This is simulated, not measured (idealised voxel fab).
process module | voxel ribs on slabs
cross-section cut | 285 nm wide | cells 5 nm
A cross-section is a grid of square cells, given in bands from the top down. A band is one or more rows of cells.
Each band's line starts with the height of the band's top and of its bottom, in nm. Then come its materials from left to right, each with its width in nm. One material with "throughout" fills the band from edge to edge. "air" is empty space.
Height 0 is the level under which the wafer as received is all one material. The lowest band goes on downwards, as in "0 down".
A width such as "30 to 40" changes by the same amount from each row of cells to the next, from the band's top row to its bottom row.
"no change" after a step means that no cell of the cross-section changed.
closed voids: empty space of 8 cells or more with no open way to the top, each as width x height at its distance from the left edge, in nm
after a step's settings: what the simulator itself notes on the step
overlay nm, on a step with a mask: how far to the right of its planned place the mask lay; to the left if negative
plan
1 op RECEIVE | material Si
2 op DIRECTIONAL_DEP | material SiO2 | thk nm 20
3 op DIRECTIONAL_DEP | material SiN | thk nm 20
4 op DIRECTIONAL_DEP | material aC | thk nm 15
5 op PATTERN | tone cover | mask id RIB | material resist | width nm 20 | thk nm 30 | overlay nm 0
6 op DIRECTIONAL_ETCH | etch materials aC | depth nm 15
7 op STRIP | etch materials resist
8 op DIRECTIONAL_ETCH | etch materials SiN | depth nm 5
9 op STRIP | etch materials aC
10 op DIRECTIONAL_DEP | material aC | thk nm 15
11 op PATTERN | tone cover | mask id SLAB | material resist | width nm 70 | thk nm 30 | overlay nm 0
12 op DIRECTIONAL_ETCH | etch materials aC | depth nm 15
13 op STRIP | etch materials resist
14 op DIRECTIONAL_ETCH | etch materials SiN | depth nm 15
15 op STRIP | etch materials aC
16 op FILL_DEP | material SiO2 | thk nm 25
17 op CMP | height nm 55
18 op DIRECTIONAL_DEP | material W | thk nm 10
19 op PATTERN | tone cover | mask id HEATER | material resist | width nm 30 | thk nm 20 | overlay nm 0
20 op DIRECTIONAL_ETCH | etch materials W | depth nm 10
21 op STRIP | etch materials resist
22 op CONFORMAL_DEP | material SiN | thk nm 10
first wafer, as planned
as received, after step 1
  0 down: Si throughout
  closed voids: none
after step 2
  20 to 0: SiO2 throughout
  below 0: unchanged
after step 3
  40 to 20: SiN throughout
  below 20: unchanged
after step 4
  55 to 40: aC throughout
  below 40: unchanged
after step 5
  85 to 55: air 130 | resist 20 | air 135
  below 55: unchanged
after step 6
  70 to 55: air 130 | resist 20 | air 135
  55 to 40: air 130 | aC 20 | air 135
  below 40: unchanged
after step 7
  55 to 40: air 130 | aC 20 | air 135
  below 40: unchanged
after step 8
  55 to 40: air 130 | aC 20 | air 135
  40 to 35: air 130 | SiN 20 | air 135
  below 35: unchanged
after step 9
  40 to 35: air 130 | SiN 20 | air 135
  below 35: unchanged
after step 10
  55 to 50: air 130 | aC 20 | air 135
  50 to 40: aC throughout
  40 to 35: aC 130 | SiN 20 | aC 135
  below 35: unchanged
after step 11
  85 to 55: air 105 | resist 70 | air 110
  55 to 50: air 105 | resist 25 | aC 20 | resist 25 | air 110
  below 50: unchanged
after step 12
  70 to 55: air 105 | resist 70 | air 110
  55 to 50: air 105 | resist 25 | aC 20 | resist 25 | air 110
  50 to 40: air 105 | aC 70 | air 110
  40 to 35: air 105 | aC 25 | SiN 20 | aC 25 | air 110
  below 35: unchanged
after step 13
  55 to 50: air 130 | aC 20 | air 135
  below 50: unchanged
after step 14
  55 to 50: air 130 | aC 20 | air 135
  50 to 40: air 105 | aC 70 | air 110
  40 to 35: air 105 | aC 25 | SiN 20 | aC 25 | air 110
  35 to 20: air 105 | SiN 70 | air 110
  below 20: unchanged
after step 15
  40 to 35: air 130 | SiN 20 | air 135
  below 35: unchanged
after step 16
  65 to 40: SiO2 throughout
  40 to 35: SiO2 130 | SiN 20 | SiO2 135
  35 to 20: SiO2 105 | SiN 70 | SiO2 110
  below 20: unchanged
after step 17
  55 to 40: SiO2 throughout
  below 40: unchanged
after step 18
  65 to 55: W throughout
  below 55: unchanged
after step 19
  85 to 65: air 125 | resist 30 | air 130
  below 65: unchanged
after step 20
  85 to 65: air 125 | resist 30 | air 130
  65 to 55: air 125 | W 30 | air 130
  below 55: unchanged
after step 21
  65 to 55: air 125 | W 30 | air 130
  below 55: unchanged
after step 22
  75 to 65: air 115 | SiN 50 | air 120
  65 to 55: SiN 125 | W 30 | SiN 130
  below 55: unchanged
second wafer: like start, like plan, one mistake. Through step 10 it matches the first wafer
when step 11 should have ended
  85 to 55: air 115 | resist 70 | air 100
  55 to 50: air 115 | resist 15 | aC 20 | resist 35 | air 100
  below 50: unchanged
when step 12 should have ended
  70 to 55: air 115 | resist 70 | air 100
  55 to 50: air 115 | resist 15 | aC 20 | resist 35 | air 100
  50 to 40: air 115 | aC 70 | air 100
  40 to 35: air 115 | aC 15 | SiN 20 | aC 35 | air 100
  below 35: unchanged
when step 13 should have ended
  55 to 50: air 130 | aC 20 | air 135
  below 50: unchanged
when step 14 should have ended
  55 to 50: air 130 | aC 20 | air 135
  50 to 40: air 115 | aC 70 | air 100
  40 to 35: air 115 | aC 15 | SiN 20 | aC 35 | air 100
  35 to 20: air 115 | SiN 70 | air 100
  below 20: unchanged
when step 15 should have ended
  40 to 35: air 130 | SiN 20 | air 135
  below 35: unchanged
when step 16 should have ended
  65 to 40: SiO2 throughout
  40 to 35: SiO2 130 | SiN 20 | SiO2 135
  35 to 20: SiO2 115 | SiN 70 | SiO2 100
  below 20: unchanged
when step 17 should have ended
  55 to 40: SiO2 throughout
  below 40: unchanged
when step 18 should have ended
  65 to 55: W throughout
  below 55: unchanged
when step 19 should have ended
  85 to 65: air 125 | resist 30 | air 130
  below 65: unchanged
when step 20 should have ended
  85 to 65: air 125 | resist 30 | air 130
  65 to 55: air 125 | W 30 | air 130
  below 55: unchanged
when step 21 should have ended
  65 to 55: air 125 | W 30 | air 130
  below 55: unchanged
when step 22 should have ended
  75 to 65: air 115 | SiN 50 | air 120
  65 to 55: SiN 125 | W 30 | SiN 130
  below 55: unchanged
what went wrong: step 11 ran as: op PATTERN | tone cover | mask id SLAB | material resist | width nm 70 | thk nm 30 | overlay nm 10
at the end the second wafer has, in cells: as many of each material as the first, in other places
